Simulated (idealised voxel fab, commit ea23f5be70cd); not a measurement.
Presented below is a process module, voxel ribs on slabs.
Cross-sectional view cut (width: 285 nm; square cell size: 5 nm).
Format of a cross-section: grid, square cells. Given as bands. Order: top down. Band: one or more rows of cells. It is stipulated that each band's entry specify, in nanometres, the height of the top of the band and then that of its bottom, followed by the materials of the band in left-to-right sequence, each together with its width in nanometres. A single material marked by the word "everywhere" is understood to fill the band from edge to edge; the word "air" is understood to denote empty space. The level at which height equals 0 is the one under which the wafer, as it arrives, is entirely one material. No lower edge exists for the bottom band, which continues downward and is notated as in "z 0 and below". Per-row width for "30 to 40": begins at first number (top row of band), ends at second number (bottom row), increment between rows held constant. Take "same as before" at face value: in the step it is given for, the cross-section changed in none of its cells. Under "Voids, fully enclosed" you'll find the enclosed gaps, the ones with no way out to the top, that are 8 cells or bigger; each reads width x height at distance, with distance counted from the left edge, everything in nm. Step line, after settings: the simulator's comment on this step. Regarding "overlay nm": on a step with a mask, it is the distance the mask lay to the right of its planned place; a negative value places it to the left. Guide to the pairs. Each holds a before and an after cross-section around one process step; the after cross-section is cut off at the lowest band that changed. Look under the pair for the step between them and its settings. Pairs can come from different runs of this module on the same starting wafer, so a pair follows on from the one above it only where its entry headed "Incoming structure" says it does.
Incoming structure:
> z 70 to 65 = 130 nm W, then 25 nm air, then 130 nm W
> z 65 to 45 = SiO2 everywhere
> z 45 to 35 = 135 nm SiO2, then 15 nm SiN, then 135 nm SiO2
> z 35 to 30 = 120 nm SiO2, then 45 nm SiN, then 120 nm SiO2
> z 30 to 0 = SiO2 everywhere
> z 0 and below = Si everywhere
> Voids, fully enclosed: none
Post-Step Snapshot:
> z 75 to 70 = 135 nm SiO2, then 15 nm air, then 135 nm SiO2
> z 70 to 65 = 130 nm W, then 25 nm SiO2, then 130 nm W
> Rest of section, below 65: as before.
> Voids, fully enclosed: none
Going from one cross-section above to the next, the wafer undergoes CONFORMAL_DEP: material SiO2, thk nm 5
